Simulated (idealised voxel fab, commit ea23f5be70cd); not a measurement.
process module | voxel transistor to metal
cross-section cut | 280 nm wide | cells 5 nm
A cross-section is a grid of square cells, given in bands from the top down. A band is one or more rows of cells.
Each band's line starts with the height of the band's top and of its bottom, in nm. Then come its materials from left to right, each with its width in nm. One material with "throughout" fills the band from edge to edge. "air" is empty space.
Height 0 is the level under which the wafer as received is all one material. The lowest band goes on downwards, as in "0 down".
A width such as "30 to 40" changes by the same amount from each row of cells to the next, from the band's top row to its bottom row.
"no change" after a step means that no cell of the cross-section changed.
closed voids: empty space of 8 cells or more with no open way to the top, each as width x height at its distance from the left edge, in nm
after a step's settings: what the simulator itself notes on the step
overlay nm, on a step with a mask: how far to the right of its planned place the mask lay; to the left if negative
plan
1 op RECEIVE | material Si
2 op OXIDIZE | depth nm 5
3 op CONFORMAL_DEP | material SiN | thk nm 10
4 op MASKED_ETCH | tone cover | mask id ACTIVE | width nm 110 | pitch nm 130 | etch materials SiN | depth nm 10 | overlay nm 0
5 op MASKED_ETCH | tone cover | mask id ACTIVE | width nm 110 | pitch nm 130 | etch materials SiO2 | depth nm 5 | overlay nm 0
6 op MASKED_ETCH | tone cover | mask id ACTIVE | width nm 110 | pitch nm 130 | etch materials Si | depth nm 35 | overlay nm 0
7 op FILL_DEP | material SiO2 | thk nm 5
8 op CMP | height nm 10
9 op SELECTIVE_ETCH | etch materials SiO2 | depth nm 5
10 op STRIP | etch materials SiN
11 op SELECTIVE_ETCH | etch materials SiO2 | depth nm 5
12 op OXIDIZE | depth nm 5
13 op DIRECTIONAL_DEP | material polySi | thk nm 20
14 op DIRECTIONAL_DEP | material SiCN | thk nm 15
15 op DIRECTIONAL_DEP | material aC | thk nm 10
16 op PATTERN | tone cover | mask id GATE | material resist | width nm 20 | pitch nm 130 | thk nm 30 | overlay nm 0
17 op DIRECTIONAL_ETCH | etch materials aC | depth nm 10
18 op STRIP | etch materials resist
19 op DIRECTIONAL_ETCH | etch materials SiCN | depth nm 25
20 op DIRECTIONAL_ETCH | etch materials polySi | depth nm 30
21 op STRIP | etch materials aC
22 op CONFORMAL_DEP | material SiO2 | thk nm 5
23 op DIRECTIONAL_ETCH | etch materials SiO2 | depth nm 5
24 op CONFORMAL_DEP | material SiN | thk nm 5
25 op DIRECTIONAL_ETCH | etch materials SiN | depth nm 5
26 op DIRECTIONAL_ETCH | etch materials SiO2 | depth nm 5
27 op DIRECTIONAL_ETCH | etch materials Si | depth nm 15
28 op EPI | material SiGe | thk nm 15
29 op FILL_DEP | material SiO2 | thk nm 10
30 op CMP | height nm 30
31 op DIRECTIONAL_DEP | material SiO2 | thk nm 15
32 op MASKED_ETCH | tone open | mask id CONTACT | width nm 15 | etch materials SiO2 | depth nm 40 | overlay nm 0
33 op CONFORMAL_DEP | material TiN | thk nm 5
34 op FILL_DEP | material Ru | thk nm 5
35 op CMP | height nm 45
36 op CONFORMAL_DEP | material SiN | thk nm 5
37 op DIRECTIONAL_DEP | material lowk | thk nm 15
38 op PATTERN | tone open | mask id METAL_1 | material resist | width nm 15 | thk nm 15 | overlay nm 0
39 op DIRECTIONAL_ETCH | etch materials lowk | depth nm 15
40 op DIRECTIONAL_ETCH | etch materials SiN | depth nm 5
41 op STRIP | etch materials resist
42 op CONFORMAL_DEP | material TiN | thk nm 5
43 op FILL_DEP | material W | thk nm 5
44 op CMP | height nm 65
45 op EPI | material Ru | thk nm 5
46 op FILL_DEP | material SiCN | thk nm 5
as received, after step 1
  0 down: Si throughout
  closed voids: none
first wafer at the end, as planned
  75 to 70: SiCN throughout
  70 to 65: SiCN 25 | Ru 25 | SiCN 50 | Ru 25 | SiCN 30 | Ru 25 | SiCN 50 | Ru 25 | SiCN 25
  65 to 50: lowk 30 | TiN 5 | W 5 | TiN 5 | lowk 60 | TiN 5 | W 5 | TiN 5 | lowk 40 | TiN 5 | W 5 | TiN 5 | lowk 60 | TiN 5 | W 5 | TiN 5 | lowk 30
  50 to 45: SiN 30 | TiN 15 | SiN 60 | TiN 15 | SiN 40 | TiN 15 | SiN 60 | TiN 15 | SiN 30
  45 to 30: SiO2 30 | TiN 5 | Ru 5 | TiN 5 | SiO2 60 | TiN 5 | Ru 5 | TiN 5 | SiO2 40 | TiN 5 | Ru 5 | TiN 5 | SiO2 60 | TiN 5 | Ru 5 | TiN 5 | SiO2 30
  30 to 15: SiO2 30 | TiN 5 | Ru 5 | TiN 5 | SiO2 10 | SiN 5 | SiO2 5 | SiCN 20 | SiO2 5 | SiN 5 | SiO2 10 | TiN 5 | Ru 5 | TiN 5 | SiO2 40 | TiN 5 | Ru 5 | TiN 5 | SiO2 10 | SiN 5 | SiO2 5 | SiCN 20 | SiO2 5 | SiN 5 | SiO2 10 | TiN 5 | Ru 5 | TiN 5 | SiO2 30
  15 to 10: SiO2 30 | TiN 5 | Ru 5 | TiN 5 | SiO2 10 | SiN 5 | SiO2 5 | polySi 20 | SiO2 5 | SiN 5 | SiO2 10 | TiN 5 | Ru 5 | TiN 5 | SiO2 40 | TiN 5 | Ru 5 | TiN 5 | SiO2 10 | SiN 5 | SiO2 5 | polySi 20 | SiO2 5 | SiN 5 | SiO2 10 | TiN 5 | Ru 5 | TiN 5 | SiO2 30
  10 to 5: SiO2 30 | TiN 15 | SiO2 10 | SiN 5 | SiO2 5 | polySi 20 | SiO2 5 | SiN 5 | SiO2 10 | TiN 15 | SiO2 40 | TiN 15 | SiO2 10 | SiN 5 | SiO2 5 | polySi 20 | SiO2 5 | SiN 5 | SiO2 10 | TiN 15 | SiO2 30
  5 to 0: SiO2 20 | SiGe 35 | SiN 5 | SiO2 5 | polySi 20 | SiO2 5 | SiN 5 | SiGe 35 | SiO2 20 | SiGe 35 | SiN 5 | SiO2 5 | polySi 20 | SiO2 5 | SiN 5 | SiGe 35 | SiO2 20
  0 to -5: SiO2 20 | SiN 5 | SiGe 30 | SiN 5 | SiO2 5 | polySi 20 | SiO2 5 | SiN 5 | SiGe 30 | SiN 5 | SiO2 20 | SiN 5 | SiGe 30 | SiN 5 | SiO2 5 | polySi 20 | SiO2 5 | SiN 5 | SiGe 30 | SiN 5 | SiO2 20
  -5 to -10: SiO2 25 | SiGe 30 | SiO2 40 | SiGe 30 | SiO2 30 | SiGe 30 | SiO2 40 | SiGe 30 | SiO2 25
  -10 to -25: SiO2 20 | Si 5 | SiGe 30 | Si 40 | SiGe 30 | Si 5 | SiO2 20 | Si 5 | SiGe 30 | Si 40 | SiGe 30 | Si 5 | SiO2 20
  -25 to -40: SiO2 20 | Si 110 | SiO2 20 | Si 110 | SiO2 20
  -40 down: Si throughout
  closed voids: none
second wafer at the end: like start, like plan, one mistake
  75 to 70: SiCN throughout
  70 to 65: SiCN 25 | Ru 25 | SiCN 50 | Ru 25 | SiCN 30 | Ru 25 | SiCN 50 | Ru 25 | SiCN 25
  65 to 50: lowk 30 | TiN 5 | W 5 | TiN 5 | lowk 60 | TiN 5 | W 5 | TiN 5 | lowk 40 | TiN 5 | W 5 | TiN 5 | lowk 60 | TiN 5 | W 5 | TiN 5 | lowk 30
  50 to 45: SiN 30 | TiN 15 | SiN 60 | TiN 15 | SiN 40 | TiN 15 | SiN 60 | TiN 15 | SiN 30
  45 to 30: SiO2 30 | TiN 5 | Ru 5 | TiN 5 | SiO2 60 | TiN 5 | Ru 5 | TiN 5 | SiO2 40 | TiN 5 | Ru 5 | TiN 5 | SiO2 60 | TiN 5 | Ru 5 | TiN 5 | SiO2 30
  30 to 25: SiO2 30 | TiN 5 | Ru 5 | TiN 5 | SiO2 10 | SiN 5 | SiO2 5 | SiCN 20 | SiO2 5 | SiN 5 | SiO2 10 | TiN 5 | Ru 5 | TiN 5 | SiO2 40 | TiN 5 | Ru 5 | TiN 5 | SiO2 10 | SiN 5 | SiO2 5 | SiCN 20 | SiO2 5 | SiN 5 | SiO2 10 | TiN 5 | Ru 5 | TiN 5 | SiO2 30
  25 to 20: SiCN 15 | SiO2 5 | SiN 5 | SiO2 5 | TiN 15 | SiO2 10 | SiN 5 | SiO2 5 | SiCN 20 | SiO2 5 | SiN 5 | SiO2 10 | TiN 15 | SiO2 5 | SiN 5 | SiO2 5 | SiCN 10 | SiO2 5 | SiN 5 | SiO2 5 | TiN 15 | SiO2 10 | SiN 5 | SiO2 5 | SiCN 20 | SiO2 5 | SiN 5 | SiO2 10 | TiN 15 | SiO2 5 | SiN 5 | SiO2 5 | SiCN 15
  20 to 15: polySi 15 | SiCN 120 | polySi 10 | SiCN 120 | polySi 15
  15 to 0: polySi throughout
  0 to -5: SiO2 15 | polySi 120 | SiO2 10 | polySi 120 | SiO2 15
  -5 to -10: SiO2 throughout
  -10 to -40: SiO2 20 | Si 110 | SiO2 20 | Si 110 | SiO2 20
  -40 down: Si throughout
  closed voids: none
what went wrong: step 14 was run twice
at the end the second wafer has, in cells: 12 fewer of Ru | 72 more of Si | 48 more of SiCN | 148 fewer of SiGe | 20 fewer of SiN | 108 fewer of SiO2 | 24 fewer of TiN | 192 more of polySi
